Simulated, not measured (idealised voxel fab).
The process module that follows is named voxel quadruple lines.
Each square cell in cross-section cut measures 5 nm, and the section as a whole is 285 nm wide.
How to read a cross-section here: the picture is a grid of square cells, written as bands going from the top down, and any band can span one or more rows of cells. Per band: top height and bottom height in nm, followed by the left-to-right materials and their widths in nm; "everywhere" marks a single material spanning edge to edge, "blank" marks empty space. A quick word on heights: they are counted from 0, and under that level the wafer as it came to us is one material throughout. The lowest band is different from the rest in having no bottom; it simply continues downward, written as in "0..down". So if you see something like "30..40" for the width, read it as the top row of the band sitting at the first number and the bottom row at the second, with every row in between moving by the same amount as the last. "same as before" -> step changed no cross-section cell. Empty spaces counting at least 8 cells and having no open way to the top are listed in "Sealed void inventory". The notation width x height at distance is used for each, the distance being from the left edge and all three values in nm. Step line, after settings: the simulator's comment on this step. The line of a step may include "overlay nm". On a step with a mask, this value is how far to the right of its planned place the mask lay. A negative value means the mask lay to the left.

Planned process steps
step 1: RECEIVE: material Si
step 2: CONFORMAL_DEP: material Al2O3, thk nm 5
step 3: DIRECTIONAL_DEP: material W, thk nm 15
step 4: DIRECTIONAL_DEP: material polySi, thk nm 20
step 5: DIRECTIONAL_DEP: material aC, thk nm 25
step 6: PATTERN: tone cover, mask id MANDREL, material resist, width nm 30, thk nm 30, overlay nm 0
step 7: DIRECTIONAL_ETCH: etch materials aC, depth nm 25
step 8: STRIP: etch materials resist
step 9: CONFORMAL_DEP: material SiO2, thk nm 10
step 10: DIRECTIONAL_ETCH: etch materials SiO2, depth nm 10
step 11: STRIP: etch materials aC
step 12: DIRECTIONAL_ETCH: etch materials polySi, depth nm 20
step 13: STRIP: etch materials SiO2
step 14: CONFORMAL_DEP: material SiN, thk nm 10
step 15: DIRECTIONAL_ETCH: etch materials SiN, depth nm 10
step 16: STRIP: etch materials polySi
step 17: DIRECTIONAL_ETCH: etch materials W, depth nm 15
step 18: STRIP: etch materials SiN
step 19: FILL_DEP: material lowk, thk nm 5
step 20: CMP: height nm 20
The wafers in this document start out alike and differ in the thk nm applied at step 2; the plan shows the value used for the first wafer.

Cut through the first of several wafers as received, post step 1
* 0..down = Si everywhere
* Sealed void inventory: none

First of several wafers in cross-section at module end, following the final step, step 20
* 20..5 = lowk 105 / W 10 / lowk 10 / W 10 / lowk 10 / W 10 / lowk 10 / W 10 / lowk 110
* 5..0 = Al2O3 everywhere
* 0..down = Si everywhere
* Sealed void inventory: none

Of the several wafers, the last: cross-section at the end of the module
* 20..0 = Al2O3 everywhere
* 0..down = Si everywhere
* Sealed void inventory: none

Per wafer (row), end of module: delta in cells per material since receipt, (+) for gained, (-) for lost; closed voids after that
thk nm 5, +57 Al2O3, +24 W, +147 lowk, Sealed void inventory: none
thk nm 10, +114 Al2O3, +16 W, +98 lowk, Sealed void inventory: none
thk nm 15, +171 Al2O3, +8 W, +49 lowk, Sealed void inventory: none
thk nm 20, +228 Al2O3, Sealed void inventory: none
